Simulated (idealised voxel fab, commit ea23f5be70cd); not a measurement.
Process module in this document: voxel self aligned contacts
Square cells of 5 nm make up the cross-section cut, whose width is 180 nm.
Cross-section format: a grid of square cells, given as bands from top to bottom; each band is one or more rows of cells. Band entry format. Leading values: height of top, height of bottom, nm. Remainder: materials in left-to-right order, each with its width in nm. Special words: "edge to edge" on a single material, which then fills the band edge to edge; "air", empty space. Where do heights start? At 0: under that level the wafer as delivered is made of one material only. And the lowest band has no floor; it just carries on downward, as in "0..down". Per-row width for "30 to 40": begins at first number (top row of band), ends at second number (bottom row), increment between rows held constant. For the purposes of this document, the phrase "nothing different" attached to a step denotes that no cell within the cross-section was modified by that step. "Enclosed void catalog" contains a list of empty spaces, each no smaller than 8 cells and without an open way to the top, written in the form width x height at distance with the distance from the left edge and all three in nm. Where a step's line continues beyond its settings, the continuation is a remark by the simulator itself on that step. overlay nm: how far to the right of its planned place the mask lay on this masked step (negative: to the left). Pairs, read this way: before one process step on the one hand, after it on the other, the after cross-section ending at the lowest band that changed; the step between, settings included, beneath. Same starting wafer throughout, but possibly different runs of this module, so no pair continues from the pair above unless its entry headed "Ex-ante state" says so.

EX-ANTE STATE
* 50..40 | SiO2 edge to edge
* 40..25 | 40 nm SiO2, 40 nm SiN, 20 nm SiO2, 40 nm SiN, 40 nm SiO2
* 25..0 | 40 nm SiO2, 5 nm SiN, 30 nm polySi, 5 nm SiN, 20 nm SiO2, 5 nm SiN, 30 nm polySi, 5 nm SiN, 40 nm SiO2
* 0..-5 | SiO2 edge to edge
* -5..down | Si edge to edge
* Enclosed void catalog: none

POST-PROCESS VIEW
* 50..40 | 75 nm SiO2, 35 nm air, 70 nm SiO2
* 40..25 | 40 nm SiO2, 40 nm SiN, 20 nm air, 40 nm SiN, 40 nm SiO2
* 25..0 | 40 nm SiO2, 5 nm SiN, 30 nm polySi, 5 nm SiN, 20 nm air, 5 nm SiN, 30 nm polySi, 5 nm SiN, 40 nm SiO2
* 0..-5 | 80 nm SiO2, 20 nm air, 80 nm SiO2
* Below -5, the layers are the same as they were.
* Enclosed void catalog: none
So what happened between those two cross-sections up there? MASKED_ETCH with tone open, mask id CONTACT, width nm 35, etch materials SiO2, depth nm 55, overlay nm 0

Ex-ante state: the wafer arrives at this step looking as the after cross-section in the pair just above shows it.

POST-PROCESS VIEW
* 55..50 | 80 nm TiN, 25 nm air, 75 nm TiN
* 50..40 | 75 nm SiO2, 5 to 10 nm TiN, 25 to 10 nm air, 5 to 15 nm TiN, 70 nm SiO2
* 40..25 | 40 nm SiO2, 40 nm SiN, 5 nm TiN, 10 nm air, 5 nm TiN, 40 nm SiN, 40 nm SiO2
* 25..0 | 40 nm SiO2, 5 nm SiN, 30 nm polySi, 5 nm SiN, 5 nm TiN, 10 nm air, 5 nm TiN, 5 nm SiN, 30 nm polySi, 5 nm SiN, 40 nm SiO2
* 0..-5 | 80 nm SiO2, 20 nm TiN, 80 nm SiO2
* Below -5, the layers are the same as they were.
* Enclosed void catalog: none
So what happened between those two cross-sections up there? CONFORMAL_DEP with material TiN, thk nm 5

Ex-ante state: the wafer arrives at this step looking as the after cross-section in the pair just above shows it.

POST-PROCESS VIEW
* 60..55 | W edge to edge
* 55..50 | 80 nm TiN, 25 nm W, 75 nm TiN
* 50..40 | 75 nm SiO2, 5 to 10 nm TiN, 25 to 10 nm W, 5 to 15 nm TiN, 70 nm SiO2
* 40..25 | 40 nm SiO2, 40 nm SiN, 5 nm TiN, 10 nm W, 5 nm TiN, 40 nm SiN, 40 nm SiO2
* 25..0 | 40 nm SiO2, 5 nm SiN, 30 nm polySi, 5 nm SiN, 5 nm TiN, 10 nm W, 5 nm TiN, 5 nm SiN, 30 nm polySi, 5 nm SiN, 40 nm SiO2
* Below 0, the layers are the same as they were.
* Enclosed void catalog: none
So what happened between those two cross-sections up there? FILL_DEP with material W, thk nm 5

Ex-ante state: the wafer arrives at this step looking as the after cross-section in the pair just above shows it.

POST-PROCESS VIEW
* 50..40 | 75 nm SiO2, 5 to 10 nm TiN, 25 to 10 nm W, 5 to 15 nm TiN, 70 nm SiO2
* Below 40, the layers are the same as they were.
* Enclosed void catalog: none
So what happened between those two cross-sections up there? CMP with height nm 50

Ex-ante state: the wafer arrives at this step looking as the after cross-section in the pair just above shows it.

POST-PROCESS VIEW
* 55..50 | SiCN edge to edge
* Below 50, the layers are the same as they were.
* Enclosed void catalog: none
So what happened between those two cross-sections up there? CONFORMAL_DEP with material SiCN, thk nm 5

EX-ANTE STATE
* 50..40 | SiO2 edge to edge
* 40..25 | 40 nm SiO2, 40 nm SiN, 20 nm SiO2, 40 nm SiN, 40 nm SiO2
* 25..0 | 40 nm SiO2, 5 nm SiN, 30 nm polySi, 5 nm SiN, 20 nm SiO2, 5 nm SiN, 30 nm polySi, 5 nm SiN, 40 nm SiO2
* 0..-5 | SiO2 edge to edge
* -5..down | Si edge to edge
* Enclosed void catalog: none

POST-PROCESS VIEW
* 50..40 | 75 nm SiO2, 40 nm air, 65 nm SiO2
* 40..25 | 40 nm SiO2, 40 nm SiN, 20 nm air, 40 nm SiN, 40 nm SiO2
* 25..0 | 40 nm SiO2, 5 nm SiN, 30 nm polySi, 5 nm SiN, 20 nm air, 5 nm SiN, 30 nm polySi, 5 nm SiN, 40 nm SiO2
* 0..-5 | 80 nm SiO2, 20 nm air, 80 nm SiO2
* Below -5, the layers are the same as they were.
* Enclosed void catalog: none
So what happened between those two cross-sections up there? MASKED_ETCH with tone open, mask id CONTACT, width nm 40, etch materials SiO2, depth nm 55, overlay nm 5

Ex-ante state: the wafer arrives at this step looking as the after cross-section in the pair just above shows it.

POST-PROCESS VIEW
* 55..50 | 80 nm TiN, 30 nm air, 70 nm TiN
* 50..40 | 75 nm SiO2, 5 to 10 nm TiN, 30 to 10 nm air, 5 to 20 nm TiN, 65 nm SiO2
* 40..25 | 40 nm SiO2, 40 nm SiN, 5 nm TiN, 10 nm air, 5 nm TiN, 40 nm SiN, 40 nm SiO2
* 25..0 | 40 nm SiO2, 5 nm SiN, 30 nm polySi, 5 nm SiN, 5 nm TiN, 10 nm air, 5 nm TiN, 5 nm SiN, 30 nm polySi, 5 nm SiN, 40 nm SiO2
* 0..-5 | 80 nm SiO2, 20 nm TiN, 80 nm SiO2
* Below -5, the layers are the same as they were.
* Enclosed void catalog: none
So what happened between those two cross-sections up there? CONFORMAL_DEP with material TiN, thk nm 5

Ex-ante state: the wafer arrives at this step looking as the after cross-section in the pair just above shows it.

POST-PROCESS VIEW
* 60..55 | W edge to edge
* 55..50 | 80 nm TiN, 30 nm W, 70 nm TiN
* 50..40 | 75 nm SiO2, 5 to 10 nm TiN, 30 to 10 nm W, 5 to 20 nm TiN, 65 nm SiO2
* 40..25 | 40 nm SiO2, 40 nm SiN, 5 nm TiN, 10 nm W, 5 nm TiN, 40 nm SiN, 40 nm SiO2
* 25..0 | 40 nm SiO2, 5 nm SiN, 30 nm polySi, 5 nm SiN, 5 nm TiN, 10 nm W, 5 nm TiN, 5 nm SiN, 30 nm polySi, 5 nm SiN, 40 nm SiO2
* Below 0, the layers are the same as they were.
* Enclosed void catalog: none
So what happened between those two cross-sections up there? FILL_DEP with material W, thk nm 5

Ex-ante state: the wafer arrives at this step looking as the after cross-section in the pair just above shows it.

POST-PROCESS VIEW
* 50..40 | 75 nm SiO2, 5 to 10 nm TiN, 30 to 10 nm W, 5 to 20 nm TiN, 65 nm SiO2
* Below 40, the layers are the same as they were.
* Enclosed void catalog: none
So what happened between those two cross-sections up there? CMP with height nm 50

Ex-ante state: the wafer arrives at this step looking as the after cross-section in the pair just above shows it.

POST-PROCESS VIEW
* 55..50 | SiCN edge to edge
* Below 50, the layers are the same as they were.
* Enclosed void catalog: none
So what happened between those two cross-sections up there? CONFORMAL_DEP with material SiCN, thk nm 5

EX-ANTE STATE
* 0..-5 | SiO2 edge to edge
* -5..down | Si edge to edge
* Enclosed void catalog: none

POST-PROCESS VIEW
* 25..-5 | SiO2 edge to edge
* Below -5, the layers are the same as they were.
* Enclosed void catalog: none
So what happened between those two cross-sections up there? DIRECTIONAL_DEP with material SiO2, thk nm 25

Ex-ante state: the wafer arrives at this step looking as the after cross-section in the pair just above shows it.

POST-PROCESS VIEW
* 40..25 | SiN edge to edge
* Below 25, the layers are the same as they were.
* Enclosed void catalog: none
So what happened between those two cross-sections up there? DIRECTIONAL_DEP with material SiN, thk nm 15

Ex-ante state: the wafer arrives at this step looking as the after cross-section in the pair just above shows it.

POST-PROCESS VIEW
* 60..40 | 45 nm air, 30 nm resist, 30 nm air, 30 nm resist, 45 nm air
* Below 40, the layers are the same as they were.
* Enclosed void catalog: none
So what happened between those two cross-sections up there? PATTERN with tone cover, mask id GATE, material resist, width nm 30, pitch nm 60, thk nm 20, overlay nm 0

Ex-ante state: the wafer arrives at this step looking as the after cross-section in the pair just above shows it.

POST-PROCESS VIEW
* 60..40 | 45 nm air, 30 nm resist, 30 nm air, 30 nm resist, 45 nm air
* 40..25 | 45 nm air, 30 nm SiN, 30 nm air, 30 nm SiN, 45 nm air
* Below 25, the layers are the same as they were.
* Enclosed void catalog: none
So what happened between those two cross-sections up there? DIRECTIONAL_ETCH with etch materials SiN, depth nm 15

Ex-ante state: the wafer arrives at this step looking as the after cross-section in the pair just above shows it.

POST-PROCESS VIEW
* 40..25 | 45 nm air, 30 nm SiN, 30 nm air, 30 nm SiN, 45 nm air
* Below 25, the layers are the same as they were.
* Enclosed void catalog: none
So what happened between those two cross-sections up there? STRIP with etch materials resist

Ex-ante state: the wafer arrives at this step looking as the after cross-section in the pair just above shows it.

POST-PROCESS VIEW
* 45..30 | 40 nm air, 40 nm SiN, 20 nm air, 40 nm SiN, 40 nm air
* 30..25 | SiN edge to edge
* Below 25, the layers are the same as they were.
* Enclosed void catalog: none
So what happened between those two cross-sections up there? CONFORMAL_DEP with material SiN, thk nm 5

Ex-ante state: the wafer arrives at this step looking as the after cross-section in the pair just above shows it.

POST-PROCESS VIEW
* 40..25 | 40 nm air, 40 nm SiN, 20 nm air, 40 nm SiN, 40 nm air
* Below 25, the layers are the same as they were.
* Enclosed void catalog: none
So what happened between those two cross-sections up there? DIRECTIONAL_ETCH with etch materials SiN, depth nm 5

Ex-ante state: the wafer arrives at this step looking as the after cross-section in the pair just above shows it.

POST-PROCESS VIEW
* 55..40 | SiO2 edge to edge
* 40..25 | 40 nm SiO2, 40 nm SiN, 20 nm SiO2, 40 nm SiN, 40 nm SiO2
* Below 25, the layers are the same as they were.
* Enclosed void catalog: none
So what happened between those two cross-sections up there? FILL_DEP with material SiO2, thk nm 15

Ex-ante state: the wafer arrives at this step looking as the after cross-section in the pair just above shows it.

POST-PROCESS VIEW
* 50..40 | SiO2 edge to edge
* Below 40, the layers are the same as they were.
* Enclosed void catalog: none
So what happened between those two cross-sections up there? CMP with height nm 50

Ex-ante state: the wafer arrives at this step looking as the after cross-section in the pair just above shows it.

POST-PROCESS VIEW
* 50..40 | 70 nm SiO2, 40 nm air, 70 nm SiO2
* 40..25 | 40 nm SiO2, 40 nm SiN, 20 nm air, 40 nm SiN, 40 nm SiO2
* 25..-5 | 80 nm SiO2, 20 nm air, 80 nm SiO2
* Below -5, the layers are the same as they were.
* Enclosed void catalog: none
So what happened between those two cross-sections up there? MASKED_ETCH with tone open, mask id CONTACT, width nm 40, etch materials SiO2, depth nm 55, overlay nm 0

Ex-ante state: the wafer arrives at this step looking as the after cross-section in the pair just above shows it.

POST-PROCESS VIEW
* 55..50 | 75 nm TiN, 30 nm air, 75 nm TiN
* 50..40 | 70 nm SiO2, 5 to 15 nm TiN, 30 to 10 nm air, 5 to 15 nm TiN, 70 nm SiO2
* 40..25 | 40 nm SiO2, 40 nm SiN, 5 nm TiN, 10 nm air, 5 nm TiN, 40 nm SiN, 40 nm SiO2
* 25..0 | 80 nm SiO2, 5 nm TiN, 10 nm air, 5 nm TiN, 80 nm SiO2
* 0..-5 | 80 nm SiO2, 20 nm TiN, 80 nm SiO2
* Below -5, the layers are the same as they were.
* Enclosed void catalog: none
So what happened between those two cross-sections up there? CONFORMAL_DEP with material TiN, thk nm 5

Ex-ante state: the wafer arrives at this step looking as the after cross-section in the pair just above shows it.

POST-PROCESS VIEW
* 60..55 | W edge to edge
* 55..50 | 75 nm TiN, 30 nm W, 75 nm TiN
* 50..40 | 70 nm SiO2, 5 to 15 nm TiN, 30 to 10 nm W, 5 to 15 nm TiN, 70 nm SiO2
* 40..25 | 40 nm SiO2, 40 nm SiN, 5 nm TiN, 10 nm W, 5 nm TiN, 40 nm SiN, 40 nm SiO2
* 25..0 | 80 nm SiO2, 5 nm TiN, 10 nm W, 5 nm TiN, 80 nm SiO2
* Below 0, the layers are the same as they were.
* Enclosed void catalog: none
So what happened between those two cross-sections up there? FILL_DEP with material W, thk nm 5

Ex-ante state: the wafer arrives at this step looking as the after cross-section in the pair just above shows it.

POST-PROCESS VIEW
* 50..40 | 70 nm SiO2, 5 to 15 nm TiN, 30 to 10 nm W, 5 to 15 nm TiN, 70 nm SiO2
* Below 40, the layers are the same as they were.
* Enclosed void catalog: none
So what happened between those two cross-sections up there? CMP with height nm 50

Ex-ante state: the wafer arrives at this step looking as the after cross-section in the pair just above shows it.

POST-PROCESS VIEW
* 55..50 | SiCN edge to edge
* Below 50, the layers are the same as they were.
* Enclosed void catalog: none
So what happened between those two cross-sections up there? CONFORMAL_DEP with material SiCN, thk nm 5

EX-ANTE STATE
* 40..25 | SiN edge to edge
* 25..0 | polySi edge to edge
* 0..-5 | SiO2 edge to edge
* -5..down | Si edge to edge
* Enclosed void catalog: none

POST-PROCESS VIEW
* 60..40 | 45 nm resist, 30 nm air, 30 nm resist, 30 nm air, 45 nm resist
* Below 40, the layers are the same as they were.
* Enclosed void catalog: none
So what happened between those two cross-sections up there? PATTERN with tone open, mask id GATE, material resist, width nm 30, pitch nm 60, thk nm 20, overlay nm 0

Ex-ante state: the wafer arrives at this step looking as the after cross-section in the pair just above shows it.

POST-PROCESS VIEW
* 60..40 | 45 nm resist, 30 nm air, 30 nm resist, 30 nm air, 45 nm resist
* 40..25 | 45 nm SiN, 30 nm air, 30 nm SiN, 30 nm air, 45 nm SiN
* Below 25, the layers are the same as they were.
* Enclosed void catalog: none
So what happened between those two cross-sections up there? DIRECTIONAL_ETCH with etch materials SiN, depth nm 15

Ex-ante state: the wafer arrives at this step looking as the after cross-section in the pair just above shows it.

POST-PROCESS VIEW
* 60..40 | 45 nm resist, 30 nm air, 30 nm resist, 30 nm air, 45 nm resist
* 40..25 | 45 nm SiN, 30 nm air, 30 nm SiN, 30 nm air, 45 nm SiN
* 25..0 | 45 nm polySi, 30 nm air, 30 nm polySi, 30 nm air, 45 nm polySi
* Below 0, the layers are the same as they were.
* Enclosed void catalog: none
So what happened between those two cross-sections up there? DIRECTIONAL_ETCH with etch materials polySi, depth nm 25

Ex-ante state: the wafer arrives at this step looking as the after cross-section in the pair just above shows it.

POST-PROCESS VIEW
* 40..25 | 45 nm SiN, 30 nm air, 30 nm SiN, 30 nm air, 45 nm SiN
* Below 25, the layers are the same as they were.
* Enclosed void catalog: none
So what happened between those two cross-sections up there? STRIP with etch materials resist

Ex-ante state: the wafer arrives at this step looking as the after cross-section in the pair just above shows it.

POST-PROCESS VIEW
* 45..25 | 50 nm SiN, 20 nm air, 40 nm SiN, 20 nm air, 50 nm SiN
* 25..5 | 45 nm polySi, 5 nm SiN, 20 nm air, 5 nm SiN, 30 nm polySi, 5 nm SiN, 20 nm air, 5 nm SiN, 45 nm polySi
* 5..0 | 45 nm polySi, 30 nm SiN, 30 nm polySi, 30 nm SiN, 45 nm polySi
* Below 0, the layers are the same as they were.
* Enclosed void catalog: none
So what happened between those two cross-sections up there? CONFORMAL_DEP with material SiN, thk nm 5

Ex-ante state: the wafer arrives at this step looking as the after cross-section in the pair just above shows it.

POST-PROCESS VIEW
* 40..25 | 50 nm SiN, 20 nm air, 40 nm SiN, 20 nm air, 50 nm SiN
* 25..0 | 45 nm polySi, 5 nm SiN, 20 nm air, 5 nm SiN, 30 nm polySi, 5 nm SiN, 20 nm air, 5 nm SiN, 45 nm polySi
* Below 0, the layers are the same as they were.
* Enclosed void catalog: none
So what happened between those two cross-sections up there? DIRECTIONAL_ETCH with etch materials SiN, depth nm 5

Ex-ante state: the wafer arrives at this step looking as the after cross-section in the pair just above shows it.

POST-PROCESS VIEW
* 55..40 | SiO2 edge to edge
* 40..25 | 50 nm SiN, 20 nm SiO2, 40 nm SiN, 20 nm SiO2, 50 nm SiN
* 25..0 | 45 nm polySi, 5 nm SiN, 20 nm SiO2, 5 nm SiN, 30 nm polySi, 5 nm SiN, 20 nm SiO2, 5 nm SiN, 45 nm polySi
* Below 0, the layers are the same as they were.
* Enclosed void catalog: none
So what happened between those two cross-sections up there? FILL_DEP with material SiO2, thk nm 15

Ex-ante state: the wafer arrives at this step looking as the after cross-section in the pair just above shows it.

POST-PROCESS VIEW
* 50..40 | SiO2 edge to edge
* Below 40, the layers are the same as they were.
* Enclosed void catalog: none
So what happened between those two cross-sections up there? CMP with height nm 50

Ex-ante state: the wafer arrives at this step looking as the after cross-section in the pair just above shows it.

POST-PROCESS VIEW
* 50..40 | 70 nm SiO2, 40 nm air, 70 nm SiO2
* Below 40, the layers are the same as they were.
* Enclosed void catalog: none
So what happened between those two cross-sections up there? MASKED_ETCH with tone open, mask id CONTACT, width nm 40, etch materials SiO2, depth nm 55, overlay nm 0

Ex-ante state: the wafer arrives at this step looking as the after cross-section in the pair just above shows it.

POST-PROCESS VIEW
* 55..50 | 75 nm TiN, 30 nm air, 75 nm TiN
* 50..45 | 70 nm SiO2, 5 nm TiN, 30 nm air, 5 nm TiN, 70 nm SiO2
* 45..40 | 70 nm SiO2, 40 nm TiN, 70 nm SiO2
* Below 40, the layers are the same as they were.
* Enclosed void catalog: none
So what happened between those two cross-sections up there? CONFORMAL_DEP with material TiN, thk nm 5

Ex-ante state: the wafer arrives at this step looking as the after cross-section in the pair just above shows it.

POST-PROCESS VIEW
* 60..55 | W edge to edge
* 55..50 | 75 nm TiN, 30 nm W, 75 nm TiN
* 50..45 | 70 nm SiO2, 5 nm TiN, 30 nm W, 5 nm TiN, 70 nm SiO2
* Below 45, the layers are the same as they were.
* Enclosed void catalog: none
So what happened between those two cross-sections up there? FILL_DEP with material W, thk nm 5

Ex-ante state: the wafer arrives at this step looking as the after cross-section in the pair just above shows it.

POST-PROCESS VIEW
* 50..45 | 70 nm SiO2, 5 nm TiN, 30 nm W, 5 nm TiN, 70 nm SiO2
* Below 45, the layers are the same as they were.
* Enclosed void catalog: none
So what happened between those two cross-sections up there? CMP with height nm 50

Ex-ante state: the wafer arrives at this step looking as the after cross-section in the pair just above shows it.

POST-PROCESS VIEW
* 55..50 | SiCN edge to edge
* Below 50, the layers are the same as they were.
* Enclosed void catalog: none
So what happened between those two cross-sections up there? CONFORMAL_DEP with material SiCN, thk nm 5
